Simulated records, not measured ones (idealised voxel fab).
Title: Process Module voxel fin reveal
Cross-sectional view cut (width: 165 nm; square cell size: 5 nm).
Cross-section format: a grid of square cells, given as bands from top to bottom; each band is one or more rows of cells. Basically the band line says how high the top is and how high the bottom is, in nm, and then what's in it from left to right, every material with its width in nm. Empty space shows up as "air", and if a single material carries "throughout" it runs the full band edge to edge. Heights are expressed relative to 0, this being the level below which the as-received wafer comprises one material exclusively. The lowest band is unbounded in the downward direction and is denoted as in "top 0, no bottom". Per-row width for "30..40": begins at first number (top row of band), ends at second number (bottom row), increment between rows held constant. Where the words "all unchanged" appear for a step, the cross-section shows no cell changed by that step; every cell remained as before. Under "Closed void inventory" you'll find the enclosed gaps, the ones with no way out to the top, that are 8 cells or bigger; each reads width x height at distance, with distance counted from the left edge, everything in nm. It should be noted that, on the line of a given step, the content following the step's settings is a remark produced by the simulator itself with respect to that step. Steps that use a mask can have "overlay nm" on their line. It says how far the mask sat to the right of where it was meant to be. Negative means to the left.

**So here's the lineup of process steps we planned**
1 op RECEIVE | material Si
2 op CONFORMAL_DEP | material SiN | thk nm 10
3 op DIRECTIONAL_DEP | material aC | thk nm 10
4 op PATTERN | tone cover | mask id FINS | material resist | width nm 15 | pitch nm 40 | thk nm 25 | overlay nm 0
5 op DIRECTIONAL_ETCH | etch materials aC | depth nm 10
6 op STRIP | etch materials resist
7 op DIRECTIONAL_ETCH | etch materials SiN | depth nm 10
8 op DIRECTIONAL_ETCH | etch materials Si | depth nm 35
9 op STRIP | etch materials aC
10 op OXIDIZE | depth nm 5
11 op FILL_DEP | material SiO2 | thk nm 10
12 op CMP | height nm 10
13 op SELECTIVE_ETCH | etch materials SiO2 | depth nm 35
14 op STRIP | etch materials SiN
15 op CONFORMAL_DEP | material HfO2 | thk nm 5

**Account of the first of two wafers, which was processed as intended**

**Step 1 complete: cross-section of the wafer as received**
> top 0, no bottom: Si throughout
> Closed void inventory: none

**Sectional view: wafer, after step 2**
> top 10, bottom 0: SiN throughout
> Anything lower than 0 is untouched.

**Sectional view: wafer, after step 3**
> top 20, bottom 10: aC throughout
> Anything lower than 10 is untouched.

**Sectional view: wafer, after step 4**
> top 45, bottom 20: 15 of air / 15 of resist / 25 of air / 15 of resist / 25 of air / 15 of resist / 25 of air / 15 of resist / 15 of air
> Anything lower than 20 is untouched.

**Sectional view: wafer, after step 5**
> top 35, bottom 20: 15 of air / 15 of resist / 25 of air / 15 of resist / 25 of air / 15 of resist / 25 of air / 15 of resist / 15 of air
> top 20, bottom 10: 15 of air / 15 of aC / 25 of air / 15 of aC / 25 of air / 15 of aC / 25 of air / 15 of aC / 15 of air
> Anything lower than 10 is untouched.

**Sectional view: wafer, after step 6**
> top 20, bottom 10: 15 of air / 15 of aC / 25 of air / 15 of aC / 25 of air / 15 of aC / 25 of air / 15 of aC / 15 of air
> Anything lower than 10 is untouched.

**Sectional view: wafer, after step 7**
> top 20, bottom 10: 15 of air / 15 of aC / 25 of air / 15 of aC / 25 of air / 15 of aC / 25 of air / 15 of aC / 15 of air
> top 10, bottom 0: 15 of air / 15 of SiN / 25 of air / 15 of SiN / 25 of air / 15 of SiN / 25 of air / 15 of SiN / 15 of air
> Anything lower than 0 is untouched.

**Sectional view: wafer, after step 8**
> top 20, bottom 10: 15 of air / 15 of aC / 25 of air / 15 of aC / 25 of air / 15 of aC / 25 of air / 15 of aC / 15 of air
> top 10, bottom 0: 15 of air / 15 of SiN / 25 of air / 15 of SiN / 25 of air / 15 of SiN / 25 of air / 15 of SiN / 15 of air
> top 0, bottom -35: 15 of air / 15 of Si / 25 of air / 15 of Si / 25 of air / 15 of Si / 25 of air / 15 of Si / 15 of air
> Anything lower than -35 is untouched.

**Sectional view: wafer, after step 9**
> top 10, bottom 0: 15 of air / 15 of SiN / 25 of air / 15 of SiN / 25 of air / 15 of SiN / 25 of air / 15 of SiN / 15 of air
> Anything lower than 0 is untouched.

**Sectional view: wafer, after step 10**
> top 10, bottom 0: 15 of air / 15 of SiN / 25 of air / 15 of SiN / 25 of air / 15 of SiN / 25 of air / 15 of SiN / 15 of air
> top 0, bottom -35: 15 of air / 5 of SiO2 / 5 of Si / 5 of SiO2 / 25 of air / 5 of SiO2 / 5 of Si / 5 of SiO2 / 25 of air / 5 of SiO2 / 5 of Si / 5 of SiO2 / 25 of air / 5 of SiO2 / 5 of Si / 5 of SiO2 / 15 of air
> top -35, bottom -40: 20 of SiO2 / 5 of Si / 35 of SiO2 / 5 of Si / 35 of SiO2 / 5 of Si / 35 of SiO2 / 5 of Si / 20 of SiO2
> Anything lower than -40 is untouched.

**Sectional view: wafer, after step 11**
> top 20, bottom 10: SiO2 throughout
> top 10, bottom 0: 15 of SiO2 / 15 of SiN / 25 of SiO2 / 15 of SiN / 25 of SiO2 / 15 of SiN / 25 of SiO2 / 15 of SiN / 15 of SiO2
> top 0, bottom -40: 20 of SiO2 / 5 of Si / 35 of SiO2 / 5 of Si / 35 of SiO2 / 5 of Si / 35 of SiO2 / 5 of Si / 20 of SiO2
> Anything lower than -40 is untouched.

**Sectional view: wafer, after step 12**
> top 10, bottom 0: 15 of SiO2 / 15 of SiN / 25 of SiO2 / 15 of SiN / 25 of SiO2 / 15 of SiN / 25 of SiO2 / 15 of SiN / 15 of SiO2
> Anything lower than 0 is untouched.

**Sectional view: wafer, after step 13**
> top 10, bottom 0: 15 of air / 15 of SiN / 25 of air / 15 of SiN / 25 of air / 15 of SiN / 25 of air / 15 of SiN / 15 of air
> top 0, bottom -25: 20 of air / 5 of Si / 35 of air / 5 of Si / 35 of air / 5 of Si / 35 of air / 5 of Si / 20 of air
> Anything lower than -25 is untouched.

**Sectional view: wafer, after step 14**
> top 0, bottom -25: 20 of air / 5 of Si / 35 of air / 5 of Si / 35 of air / 5 of Si / 35 of air / 5 of Si / 20 of air
> Anything lower than -25 is untouched.

**Sectional view: wafer, after step 15**
> top 5, bottom 0: 15 of air / 15 of HfO2 / 25 of air / 15 of HfO2 / 25 of air / 15 of HfO2 / 25 of air / 15 of HfO2 / 15 of air
> top 0, bottom -20: 15 of air / 5 of HfO2 / 5 of Si / 5 of HfO2 / 25 of air / 5 of HfO2 / 5 of Si / 5 of HfO2 / 25 of air / 5 of HfO2 / 5 of Si / 5 of HfO2 / 25 of air / 5 of HfO2 / 5 of Si / 5 of HfO2 / 15 of air
> top -20, bottom -25: 20 of HfO2 / 5 of Si / 35 of HfO2 / 5 of Si / 35 of HfO2 / 5 of Si / 35 of HfO2 / 5 of Si / 20 of HfO2
> Anything lower than -25 is untouched.

**The second wafer: identical to the first at the outset and in its planned sequence, differing only in that one mistake was made during processing; up to and including step 3, its path is the first wafer's path**

**when step 4 should have ended**
> top 45, bottom 20: 15 of resist / 15 of air / 25 of resist / 15 of air / 25 of resist / 15 of air / 25 of resist / 15 of air / 15 of resist
> Anything lower than 20 is untouched.

**when step 5 should have ended**
> top 35, bottom 20: 15 of resist / 15 of air / 25 of resist / 15 of air / 25 of resist / 15 of air / 25 of resist / 15 of air / 15 of resist
> top 20, bottom 10: 15 of aC / 15 of air / 25 of aC / 15 of air / 25 of aC / 15 of air / 25 of aC / 15 of air / 15 of aC
> Anything lower than 10 is untouched.

**when step 6 should have ended**
> top 20, bottom 10: 15 of aC / 15 of air / 25 of aC / 15 of air / 25 of aC / 15 of air / 25 of aC / 15 of air / 15 of aC
> Anything lower than 10 is untouched.

**when step 7 should have ended**
> top 20, bottom 10: 15 of aC / 15 of air / 25 of aC / 15 of air / 25 of aC / 15 of air / 25 of aC / 15 of air / 15 of aC
> top 10, bottom 0: 15 of SiN / 15 of air / 25 of SiN / 15 of air / 25 of SiN / 15 of air / 25 of SiN / 15 of air / 15 of SiN
> Anything lower than 0 is untouched.

**when step 8 should have ended**
> top 20, bottom 10: 15 of aC / 15 of air / 25 of aC / 15 of air / 25 of aC / 15 of air / 25 of aC / 15 of air / 15 of aC
> top 10, bottom 0: 15 of SiN / 15 of air / 25 of SiN / 15 of air / 25 of SiN / 15 of air / 25 of SiN / 15 of air / 15 of SiN
> top 0, bottom -35: 15 of Si / 15 of air / 25 of Si / 15 of air / 25 of Si / 15 of air / 25 of Si / 15 of air / 15 of Si
> Anything lower than -35 is untouched.

**when step 9 should have ended**
> top 10, bottom 0: 15 of SiN / 15 of air / 25 of SiN / 15 of air / 25 of SiN / 15 of air / 25 of SiN / 15 of air / 15 of SiN
> Anything lower than 0 is untouched.

**when step 10 should have ended**
> top 10, bottom 0: 15 of SiN / 15 of air / 25 of SiN / 15 of air / 25 of SiN / 15 of air / 25 of SiN / 15 of air / 15 of SiN
> top 0, bottom -35: 10 of Si / 5 of SiO2 / 15 of air / 5 of SiO2 / 15 of Si / 5 of SiO2 / 15 of air / 5 of SiO2 / 15 of Si / 5 of SiO2 / 15 of air / 5 of SiO2 / 15 of Si / 5 of SiO2 / 15 of air / 5 of SiO2 / 10 of Si
> top -35, bottom -40: 10 of Si / 25 of SiO2 / 15 of Si / 25 of SiO2 / 15 of Si / 25 of SiO2 / 15 of Si / 25 of SiO2 / 10 of Si
> Anything lower than -40 is untouched.

**when step 11 should have ended**
> top 20, bottom 10: SiO2 throughout
> top 10, bottom 0: 15 of SiN / 15 of SiO2 / 25 of SiN / 15 of SiO2 / 25 of SiN / 15 of SiO2 / 25 of SiN / 15 of SiO2 / 15 of SiN
> top 0, bottom -40: 10 of Si / 25 of SiO2 / 15 of Si / 25 of SiO2 / 15 of Si / 25 of SiO2 / 15 of Si / 25 of SiO2 / 10 of Si
> Anything lower than -40 is untouched.

**when step 12 should have ended**
> top 10, bottom 0: 15 of SiN / 15 of SiO2 / 25 of SiN / 15 of SiO2 / 25 of SiN / 15 of SiO2 / 25 of SiN / 15 of SiO2 / 15 of SiN
> Anything lower than 0 is untouched.

**when step 13 should have ended**
> top 10, bottom 0: 15 of SiN / 15 of air / 25 of SiN / 15 of air / 25 of SiN / 15 of air / 25 of SiN / 15 of air / 15 of SiN
> top 0, bottom -25: 10 of Si / 25 of air / 15 of Si / 25 of air / 15 of Si / 25 of air / 15 of Si / 25 of air / 10 of Si
> Anything lower than -25 is untouched.

**when step 14 should have ended**
> top 0, bottom -25: 10 of Si / 25 of air / 15 of Si / 25 of air / 15 of Si / 25 of air / 15 of Si / 25 of air / 10 of Si
> Anything lower than -25 is untouched.

**when step 15 should have ended**
> top 5, bottom 0: 15 of HfO2 / 15 of air / 25 of HfO2 / 15 of air / 25 of HfO2 / 15 of air / 25 of HfO2 / 15 of air / 15 of HfO2
> top 0, bottom -20: 10 of Si / 5 of HfO2 / 15 of air / 5 of HfO2 / 15 of Si / 5 of HfO2 / 15 of air / 5 of HfO2 / 15 of Si / 5 of HfO2 / 15 of air / 5 of HfO2 / 15 of Si / 5 of HfO2 / 15 of air / 5 of HfO2 / 10 of Si
> top -20, bottom -25: 10 of Si / 25 of HfO2 / 15 of Si / 25 of HfO2 / 15 of Si / 25 of HfO2 / 15 of Si / 25 of HfO2 / 10 of Si
> Anything lower than -25 is untouched.
Misprocessing identified: off-plan run, step 4, actual operation and settings op PATTERN | tone open | mask id FINS | material resist | width nm 15 | pitch nm 40 | thk nm 25 | overlay nm 0
Looking at both finished wafers in cells, the second ends up ahead of or behind the first on some materials: +72 Si | -27 SiO2
